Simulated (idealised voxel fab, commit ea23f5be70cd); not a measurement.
The document below concerns the process module designated voxel wiring stack.
The width of the displayed cross-section, cut, is 155 nm; its cells are square, with a size of 5 nm.
When this document writes out a cross-section, it uses a grid of square cells and lists it as bands, beginning at the top and moving down, with a band standing for one or more rows of cells. Heights first: top, then bottom, in nm. Then materials, left to right, each with a width in nm. "edge to edge" on a single material: fills the band edge to edge. "air": empty space. Where do heights start? At 0: under that level the wafer as delivered is made of one material only. And the lowest band has no floor; it just carries on downward, as in "0 -> down". Note: "30->40" means the width goes from the first number (top row of the band) to the second number (bottom row) in equal steps per row of cells. What does "no change occurred" mean for a step? It means no cell of the cross-section changed in that step. "Closed void catalog" enumerates empty spaces isolated from the top, with no open way to it, that contain at least 8 cells, giving each as width x height at distance from the left edge, all three in nm. Post-settings text on a step line: simulator's own remark regarding the step. overlay nm: right-of-plan distance of the mask on a masked step; negative values mean left-of-plan.

Process steps foreseen in the plan
1 RECEIVE [material Si]
2 CONFORMAL_DEP [material SiO2] [thk nm 15]
3 CONFORMAL_DEP [material SiCN] [thk nm 5]
4 DIRECTIONAL_DEP [material lowk] [thk nm 20]
5 PATTERN [tone open] [mask id METAL_1] [material resist] [width nm 20] [pitch nm 40] [thk nm 20] [overlay nm 0]
6 DIRECTIONAL_ETCH [etch materials lowk] [depth nm 20]
7 DIRECTIONAL_ETCH [etch materials SiCN] [depth nm 5]
8 STRIP [etch materials resist]
9 CONFORMAL_DEP [material TiN] [thk nm 5]
10 FILL_DEP [material W] [thk nm 10]
11 CMP [height nm 40]
12 CONFORMAL_DEP [material SiCN] [thk nm 5]
13 DIRECTIONAL_DEP [material lowk] [thk nm 15]
14 MASKED_ETCH [tone open] [mask id PLUG_1] [width nm 15] [pitch nm 40] [etch materials lowk] [depth nm 15] [overlay nm 0]
15 MASKED_ETCH [tone open] [mask id PLUG_1] [width nm 15] [pitch nm 40] [etch materials SiCN] [depth nm 5] [overlay nm 0]
16 EPI [material Ru] [thk nm 10]
17 EPI [material Ru] [thk nm 10]
18 CONFORMAL_DEP [material SiCN] [thk nm 5]
19 DIRECTIONAL_DEP [material SiO2] [thk nm 25]
20 DIRECTIONAL_DEP [material aC] [thk nm 10]
21 PATTERN [tone open] [mask id METAL_2] [material resist] [width nm 20] [pitch nm 40] [thk nm 25] [overlay nm 0]
22 DIRECTIONAL_ETCH [etch materials aC] [depth nm 10]
23 STRIP [etch materials resist]
24 DIRECTIONAL_ETCH [etch materials SiO2] [depth nm 25]
25 DIRECTIONAL_ETCH [etch materials SiCN] [depth nm 5]
26 STRIP [etch materials aC]
27 CONFORMAL_DEP [material TiN] [thk nm 5]
28 FILL_DEP [material W] [thk nm 10]
29 CMP [height nm 90]
30 CONFORMAL_DEP [material SiCN] [thk nm 5]
31 DIRECTIONAL_DEP [material SiO2] [thk nm 15]
32 MASKED_ETCH [tone open] [mask id PLUG_2] [width nm 15] [pitch nm 40] [etch materials SiO2] [depth nm 15] [overlay nm 0]
33 MASKED_ETCH [tone open] [mask id PLUG_2] [width nm 15] [pitch nm 40] [etch materials SiCN] [depth nm 5] [overlay nm 0]
34 EPI [material Ru] [thk nm 10]
35 EPI [material Ru] [thk nm 10]
36 CONFORMAL_DEP [material SiCN] [thk nm 5]
37 DIRECTIONAL_DEP [material lowk] [thk nm 15]
38 DIRECTIONAL_DEP [material aC] [thk nm 10]
39 PATTERN [tone open] [mask id METAL_3] [material resist] [width nm 20] [pitch nm 40] [thk nm 30] [overlay nm 0]
40 DIRECTIONAL_ETCH [etch materials aC] [depth nm 10]
41 STRIP [etch materials resist]
42 DIRECTIONAL_ETCH [etch materials lowk] [depth nm 15]
43 DIRECTIONAL_ETCH [etch materials SiCN] [depth nm 5]
44 STRIP [etch materials aC]
45 CONFORMAL_DEP [material TiN] [thk nm 5]
46 FILL_DEP [material Cu] [thk nm 5]
47 CMP [height nm 130]
48 EPI [material Ru] [thk nm 5]
49 FILL_DEP [material SiCN] [thk nm 5]

As-received state of the wafer in cross-section, equivalent to post-step 1
> 0 -> down: Si edge to edge
> Closed void catalog: none

Wafer cross-section at module end: first of two, run to plan
> 140 -> 135: SiCN edge to edge
> 135 -> 130: SiCN (20)  Ru (30)  SiCN (10)  Ru (30)  SiCN (10)  Ru (30)  SiCN (25)
> 130 -> 115: lowk (25)  TiN (5)  Cu (10)  TiN (5)  lowk (20)  TiN (5)  Cu (10)  TiN (5)  lowk (20)  TiN (5)  Cu (10)  TiN (5)  lowk (30)
> 115 -> 110: SiCN (25)  TiN (20)  SiCN (20)  TiN (20)  SiCN (20)  TiN (20)  SiCN (30)
> 110 -> 95: SiO2 (25)  Ru (15)  SiO2 (25)  Ru (15)  SiO2 (25)  Ru (15)  SiO2 (35)
> 95 -> 90: SiCN (25)  Ru (15)  SiCN (25)  Ru (15)  SiCN (25)  Ru (15)  SiCN (35)
> 90 -> 65: SiO2 (25)  TiN (5)  W (10)  TiN (5)  SiO2 (20)  TiN (5)  W (10)  TiN (5)  SiO2 (20)  TiN (5)  W (10)  TiN (5)  SiO2 (30)
> 65 -> 60: SiCN (25)  TiN (20)  SiCN (20)  TiN (20)  SiCN (20)  TiN (20)  SiCN (30)
> 60 -> 45: lowk (25)  Ru (15)  lowk (25)  Ru (15)  lowk (25)  Ru (15)  lowk (35)
> 45 -> 40: SiCN (25)  Ru (15)  SiCN (25)  Ru (15)  SiCN (25)  Ru (15)  SiCN (35)
> 40 -> 20: lowk (25)  TiN (5)  W (10)  TiN (5)  lowk (20)  TiN (5)  W (10)  TiN (5)  lowk (20)  TiN (5)  W (10)  TiN (5)  lowk (30)
> 20 -> 15: SiCN (25)  TiN (20)  SiCN (20)  TiN (20)  SiCN (20)  TiN (20)  SiCN (30)
> 15 -> 0: SiO2 edge to edge
> 0 -> down: Si edge to edge
> Closed void catalog: none

Cross-sectional view of the second of two wafers upon completion of the module. This wafer shared its starting condition and process plan with the first; one error was made during its execution
> 140 -> 135: SiCN edge to edge
> 135 -> 130: SiCN (20)  Ru (30)  SiCN (10)  Ru (30)  SiCN (10)  Ru (30)  SiCN (25)
> 130 -> 125: lowk (25)  TiN (5)  Cu (10)  TiN (5)  lowk (20)  TiN (5)  Cu (10)  TiN (5)  lowk (20)  TiN (5)  Cu (10)  TiN (5)  lowk (30)
> 125 -> 120: SiCN (25)  TiN (20)  SiCN (20)  TiN (20)  SiCN (20)  TiN (20)  SiCN (30)
> 120 -> 110: SiCN edge to edge
> 110 -> 95: SiO2 (25)  Ru (15)  SiO2 (25)  Ru (15)  SiO2 (25)  Ru (15)  SiO2 (35)
> 95 -> 90: SiCN (25)  Ru (15)  SiCN (25)  Ru (15)  SiCN (25)  Ru (15)  SiCN (35)
> 90 -> 65: SiO2 (25)  TiN (5)  W (10)  TiN (5)  SiO2 (20)  TiN (5)  W (10)  TiN (5)  SiO2 (20)  TiN (5)  W (10)  TiN (5)  SiO2 (30)
> 65 -> 60: SiCN (25)  TiN (20)  SiCN (20)  TiN (20)  SiCN (20)  TiN (20)  SiCN (30)
> 60 -> 45: lowk (25)  Ru (15)  lowk (25)  Ru (15)  lowk (25)  Ru (15)  lowk (35)
> 45 -> 40: SiCN (25)  Ru (15)  SiCN (25)  Ru (15)  SiCN (25)  Ru (15)  SiCN (35)
> 40 -> 20: lowk (25)  TiN (5)  W (10)  TiN (5)  lowk (20)  TiN (5)  W (10)  TiN (5)  lowk (20)  TiN (5)  W (10)  TiN (5)  lowk (30)
> 20 -> 15: SiCN (25)  TiN (20)  SiCN (20)  TiN (20)  SiCN (20)  TiN (20)  SiCN (30)
> 15 -> 0: SiO2 edge to edge
> 0 -> down: Si edge to edge
> Closed void catalog: none
what went wrong: step 36 was processed under conditions differing from the plan, specifically as CONFORMAL_DEP [material SiCN] [thk nm 15]
Final comparison by cell count, materials where the second wafer has more or fewer than the first: Cu -12 | SiCN +62 | TiN -12 | lowk -38
